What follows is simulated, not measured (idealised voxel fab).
The document below concerns the process module designated voxel wiring stack.
FYI the section here is cut, 235 nm wide, cells are 5 nm squares.
Format of a cross-section: grid, square cells. Given as bands. Order: top down. Band: one or more rows of cells.
Heads up on the band format: heights come first, top then bottom, in nm. After that it's the materials left to right, each with its width in nm. A single material flagged "throughout" fills the whole band edge to edge, and "blank" means there's empty space there.
Counting heights begins at 0, where everything beneath is, in the wafer as received, one material. The lowest band has no bottom; it goes on downwards, as "0..down" shows.
Width "30->40": first value at the band's top row of cells, second value at its bottom row, equal change from row to row.
Take "remains unaltered" at face value: in the step it is given for, the cross-section changed in none of its cells.
Under "Closed internal voids" you'll find the enclosed gaps, the ones with no way out to the top, that are 8 cells or bigger; each reads width x height at distance, with distance counted from the left edge, everything in nm.
On each step's line, the part that comes after the settings is the simulator's own comment on the step.
overlay nm: where the mask lay relative to plan, measured to the right, on steps with a mask; negatives go left.

**The process steps that were planned are listed below**
1,RECEIVE with material Si
2,CONFORMAL_DEP with material SiO2, thk nm 10
3,DIRECTIONAL_DEP with material TiN, thk nm 5
4,DIRECTIONAL_DEP with material W, thk nm 15
5,MASKED_ETCH with tone cover, mask id METAL_1, width nm 20, pitch nm 50, etch materials W, depth nm 15, overlay nm 0
6,MASKED_ETCH with tone cover, mask id METAL_1, width nm 20, pitch nm 50, etch materials TiN, depth nm 5, overlay nm 0
7,FILL_DEP with material SiO2, thk nm 10
8,CMP with height nm 30
9,CONFORMAL_DEP with material SiCN, thk nm 5
10,DIRECTIONAL_DEP with material lowk, thk nm 25
11,MASKED_ETCH with tone open, mask id METAL_2, width nm 20, pitch nm 50, etch materials lowk, depth nm 15, overlay nm 0
12,PATTERN with tone open, mask id METAL_2_HOLES, material resist, width nm 15, pitch nm 50, thk nm 15, overlay nm 0
13,DIRECTIONAL_ETCH with etch materials lowk, depth nm 10
14,DIRECTIONAL_ETCH with etch materials SiCN, depth nm 5
15,STRIP with etch materials resist
16,CONFORMAL_DEP with material TiN, thk nm 5
17,FILL_DEP with material Ru, thk nm 5
18,CMP with height nm 60
19,CONFORMAL_DEP with material SiCN, thk nm 5
20,DIRECTIONAL_DEP with material SiO2, thk nm 20
21,MASKED_ETCH with tone open, mask id PLUG_2, width nm 15, pitch nm 100, etch materials SiO2, depth nm 20, overlay nm 0
22,MASKED_ETCH with tone open, mask id PLUG_2, width nm 15, pitch nm 100, etch materials SiCN, depth nm 5, overlay nm 0
23,CONFORMAL_DEP with material TiN, thk nm 5
24,FILL_DEP with material Cu, thk nm 5
25,CMP with height nm 85
26,CONFORMAL_DEP with material SiN, thk nm 5
27,DIRECTIONAL_DEP with material lowk, thk nm 20
28,DIRECTIONAL_DEP with material aC, thk nm 10
29,PATTERN with tone open, mask id METAL_3, material resist, width nm 20, pitch nm 50, thk nm 30, overlay nm 0
30,DIRECTIONAL_ETCH with etch materials aC, depth nm 10
31,STRIP with etch materials resist
32,DIRECTIONAL_ETCH with etch materials lowk, depth nm 20
33,DIRECTIONAL_ETCH with etch materials SiN, depth nm 5
34,STRIP with etch materials aC
35,CONFORMAL_DEP with material TiN, thk nm 5
36,FILL_DEP with material Cu, thk nm 5
37,CMP with height nm 110
38,EPI with material Ru, thk nm 5
39,FILL_DEP with material SiCN, thk nm 5

**Cross-section of the wafer at receipt, which is the condition after step 1**
0..down: Si throughout
Closed internal voids: none

**The following cross-section depicts the wafer upon conclusion of the module. Processing commenced from the starting condition illustrated above and adhered to the plan illustrated above, save for one mistake in execution**
120..115: SiCN throughout
115..110: SiCN=25 | Ru=30 | SiCN=20 | Ru=30 | SiCN=20 | Ru=30 | SiCN=20 | Ru=30 | SiCN=30
110..90: lowk=30 | TiN=5 | Cu=10 | TiN=5 | lowk=30 | TiN=5 | Cu=10 | TiN=5 | lowk=30 | TiN=5 | Cu=10 | TiN=5 | lowk=30 | TiN=5 | Cu=10 | TiN=5 | lowk=35
90..85: SiN=30 | TiN=20 | SiN=30 | TiN=20 | SiN=30 | TiN=20 | SiN=30 | TiN=20 | SiN=35
85..65: SiO2=30 | TiN=5 | Cu=5 | TiN=5 | SiO2=85 | TiN=5 | Cu=5 | TiN=5 | SiO2=90
65..60: SiCN=30 | TiN=15 | SiCN=85 | TiN=15 | SiCN=90
60..35: lowk throughout
35..30: SiCN throughout
30..15: SiO2=30 | W=20 | SiO2=30 | W=20 | SiO2=30 | W=20 | SiO2=30 | W=20 | SiO2=35
15..10: SiO2=30 | TiN=20 | SiO2=30 | TiN=20 | SiO2=30 | TiN=20 | SiO2=30 | TiN=20 | SiO2=35
10..0: SiO2 throughout
0..down: Si throughout
Closed internal voids: none
Deviation from plan: step 10 of the plan was twice carried out
